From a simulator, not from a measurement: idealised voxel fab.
process module | voxel self aligned contacts
cross-section cut | 260 nm wide | cells 5 nm
A cross-section is a grid of square cells, given in bands from the top down. A band is one or more rows of cells.
Each band's line starts with the height of the band's top and of its bottom, in nm. Then come its materials from left to right, each with its width in nm. One material with "throughout" fills the band from edge to edge. "air" is empty space.
Height 0 is the level under which the wafer as received is all one material. The lowest band goes on downwards, as in "0 down".
A width such as "30 to 40" changes by the same amount from each row of cells to the next, from the band's top row to its bottom row.
"no change" after a step means that no cell of the cross-section changed.
closed voids: empty space of 8 cells or more with no open way to the top, each as width x height at its distance from the left edge, in nm
after a step's settings: what the simulator itself notes on the step
overlay nm, on a step with a mask: how far to the right of its planned place the mask lay; to the left if negative
plan
1 op RECEIVE | material Si
2 op CONFORMAL_DEP | material SiO2 | thk nm 5
3 op DIRECTIONAL_DEP | material polySi | thk nm 30
4 op DIRECTIONAL_DEP | material SiN | thk nm 15
5 op MASKED_ETCH | tone cover | mask id GATE | width nm 25 | pitch nm 55 | etch materials SiN | depth nm 15 | overlay nm 0
6 op MASKED_ETCH | tone cover | mask id GATE | width nm 25 | pitch nm 55 | etch materials polySi | depth nm 30 | overlay nm 0
7 op CONFORMAL_DEP | material SiN | thk nm 5
8 op DIRECTIONAL_ETCH | etch materials SiN | depth nm 5
9 op FILL_DEP | material SiO2 | thk nm 20
10 op CMP | height nm 60
11 op PATTERN | tone open | mask id CONTACT | material resist | width nm 40 | thk nm 20 | overlay nm 0
12 op DIRECTIONAL_ETCH | etch materials SiO2 | depth nm 60
13 op STRIP | etch materials resist
14 op CONFORMAL_DEP | material TiN | thk nm 5
15 op FILL_DEP | material Ru | thk nm 5
16 op CMP | height nm 60
17 op CONFORMAL_DEP | material SiCN | thk nm 5
first wafer, as planned
as received, after step 1
  0 down: Si throughout
  closed voids: none
after step 2
  5 to 0: SiO2 throughout
  below 0: unchanged
after step 3
  35 to 5: polySi throughout
  below 5: unchanged
after step 4
  50 to 35: SiN throughout
  below 35: unchanged
after step 5
  50 to 35: air 90 | SiN 25 | air 30 | SiN 25 | air 90
  below 35: unchanged
after step 6
  50 to 35: air 90 | SiN 25 | air 30 | SiN 25 | air 90
  35 to 5: air 90 | polySi 25 | air 30 | polySi 25 | air 90
  below 5: unchanged
after step 7
  55 to 35: air 85 | SiN 35 | air 20 | SiN 35 | air 85
  35 to 10: air 85 | SiN 5 | polySi 25 | SiN 5 | air 20 | SiN 5 | polySi 25 | SiN 5 | air 85
  10 to 5: SiN 90 | polySi 25 | SiN 30 | polySi 25 | SiN 90
  below 5: unchanged
after step 8
  50 to 35: air 85 | SiN 35 | air 20 | SiN 35 | air 85
  35 to 5: air 85 | SiN 5 | polySi 25 | SiN 5 | air 20 | SiN 5 | polySi 25 | SiN 5 | air 85
  below 5: unchanged
after step 9
  70 to 50: SiO2 throughout
  50 to 35: SiO2 85 | SiN 35 | SiO2 20 | SiN 35 | SiO2 85
  35 to 5: SiO2 85 | SiN 5 | polySi 25 | SiN 5 | SiO2 20 | SiN 5 | polySi 25 | SiN 5 | SiO2 85
  below 5: unchanged
after step 10
  60 to 50: SiO2 throughout
  below 50: unchanged
after step 11
  80 to 60: resist 110 | air 40 | resist 110
  below 60: unchanged
after step 12
  80 to 60: resist 110 | air 40 | resist 110
  60 to 50: SiO2 110 | air 40 | SiO2 110
  50 to 35: SiO2 85 | SiN 35 | air 20 | SiN 35 | SiO2 85
  35 to 5: SiO2 85 | SiN 5 | polySi 25 | SiN 5 | air 20 | SiN 5 | polySi 25 | SiN 5 | SiO2 85
  5 to 0: SiO2 120 | air 20 | SiO2 120
  below 0: unchanged
after step 13
  60 to 50: SiO2 110 | air 40 | SiO2 110
  below 50: unchanged
after step 14
  65 to 60: TiN 115 | air 30 | TiN 115
  60 to 50: SiO2 110 | TiN 5 to 15 | air 30 to 10 | TiN 5 to 15 | SiO2 110
  50 to 35: SiO2 85 | SiN 35 | TiN 5 | air 10 | TiN 5 | SiN 35 | SiO2 85
  35 to 5: SiO2 85 | SiN 5 | polySi 25 | SiN 5 | TiN 5 | air 10 | TiN 5 | SiN 5 | polySi 25 | SiN 5 | SiO2 85
  5 to 0: SiO2 120 | TiN 20 | SiO2 120
  below 0: unchanged
after step 15
  70 to 65: Ru throughout
  65 to 60: TiN 115 | Ru 30 | TiN 115
  60 to 50: SiO2 110 | TiN 5 to 15 | Ru 30 to 10 | TiN 5 to 15 | SiO2 110
  50 to 35: SiO2 85 | SiN 35 | TiN 5 | Ru 10 | TiN 5 | SiN 35 | SiO2 85
  35 to 5: SiO2 85 | SiN 5 | polySi 25 | SiN 5 | TiN 5 | Ru 10 | TiN 5 | SiN 5 | polySi 25 | SiN 5 | SiO2 85
  below 5: unchanged
after step 16
  60 to 50: SiO2 110 | TiN 5 to 15 | Ru 30 to 10 | TiN 5 to 15 | SiO2 110
  below 50: unchanged
after step 17
  65 to 60: SiCN throughout
  below 60: unchanged
second wafer: like start, like plan, one mistake. Through step 2 it matches the first wafer
when step 3 should have ended
  30 to 5: polySi throughout
  below 5: unchanged
when step 4 should have ended
  45 to 30: SiN throughout
  below 30: unchanged
when step 5 should have ended
  45 to 30: air 90 | SiN 25 | air 30 | SiN 25 | air 90
  below 30: unchanged
when step 6 should have ended
  45 to 30: air 90 | SiN 25 | air 30 | SiN 25 | air 90
  30 to 5: air 90 | polySi 25 | air 30 | polySi 25 | air 90
  below 5: unchanged
when step 7 should have ended
  50 to 30: air 85 | SiN 35 | air 20 | SiN 35 | air 85
  30 to 10: air 85 | SiN 5 | polySi 25 | SiN 5 | air 20 | SiN 5 | polySi 25 | SiN 5 | air 85
  10 to 5: SiN 90 | polySi 25 | SiN 30 | polySi 25 | SiN 90
  below 5: unchanged
when step 8 should have ended
  45 to 30: air 85 | SiN 35 | air 20 | SiN 35 | air 85
  30 to 5: air 85 | SiN 5 | polySi 25 | SiN 5 | air 20 | SiN 5 | polySi 25 | SiN 5 | air 85
  below 5: unchanged
when step 9 should have ended
  65 to 45: SiO2 throughout
  45 to 30: SiO2 85 | SiN 35 | SiO2 20 | SiN 35 | SiO2 85
  30 to 5: SiO2 85 | SiN 5 | polySi 25 | SiN 5 | SiO2 20 | SiN 5 | polySi 25 | SiN 5 | SiO2 85
  below 5: unchanged
when step 10 should have ended
  60 to 45: SiO2 throughout
  below 45: unchanged
when step 11 should have ended
  80 to 60: resist 110 | air 40 | resist 110
  below 60: unchanged
when step 12 should have ended
  80 to 60: resist 110 | air 40 | resist 110
  60 to 45: SiO2 110 | air 40 | SiO2 110
  45 to 30: SiO2 85 | SiN 35 | air 20 | SiN 35 | SiO2 85
  30 to 5: SiO2 85 | SiN 5 | polySi 25 | SiN 5 | air 20 | SiN 5 | polySi 25 | SiN 5 | SiO2 85
  5 to 0: SiO2 120 | air 20 | SiO2 120
  below 0: unchanged
when step 13 should have ended
  60 to 45: SiO2 110 | air 40 | SiO2 110
  below 45: unchanged
when step 14 should have ended
  65 to 60: TiN 115 | air 30 | TiN 115
  60 to 50: SiO2 110 | TiN 5 | air 30 | TiN 5 | SiO2 110
  50 to 45: SiO2 110 | TiN 15 | air 10 | TiN 15 | SiO2 110
  45 to 30: SiO2 85 | SiN 35 | TiN 5 | air 10 | TiN 5 | SiN 35 | SiO2 85
  30 to 5: SiO2 85 | SiN 5 | polySi 25 | SiN 5 | TiN 5 | air 10 | TiN 5 | SiN 5 | polySi 25 | SiN 5 | SiO2 85
  5 to 0: SiO2 120 | TiN 20 | SiO2 120
  below 0: unchanged
when step 15 should have ended
  70 to 65: Ru throughout
  65 to 60: TiN 115 | Ru 30 | TiN 115
  60 to 50: SiO2 110 | TiN 5 | Ru 30 | TiN 5 | SiO2 110
  50 to 45: SiO2 110 | TiN 15 | Ru 10 | TiN 15 | SiO2 110
  45 to 30: SiO2 85 | SiN 35 | TiN 5 | Ru 10 | TiN 5 | SiN 35 | SiO2 85
  30 to 5: SiO2 85 | SiN 5 | polySi 25 | SiN 5 | TiN 5 | Ru 10 | TiN 5 | SiN 5 | polySi 25 | SiN 5 | SiO2 85
  below 5: unchanged
when step 16 should have ended
  60 to 50: SiO2 110 | TiN 5 | Ru 30 | TiN 5 | SiO2 110
  below 50: unchanged
when step 17 should have ended
  65 to 60: SiCN throughout
  below 60: unchanged
what went wrong: step 3 ran as: op DIRECTIONAL_DEP | material polySi | thk nm 25
at the end the second wafer has, in cells: 4 more of Ru | 4 fewer of SiN | 10 more of SiO2 | 10 fewer of polySi
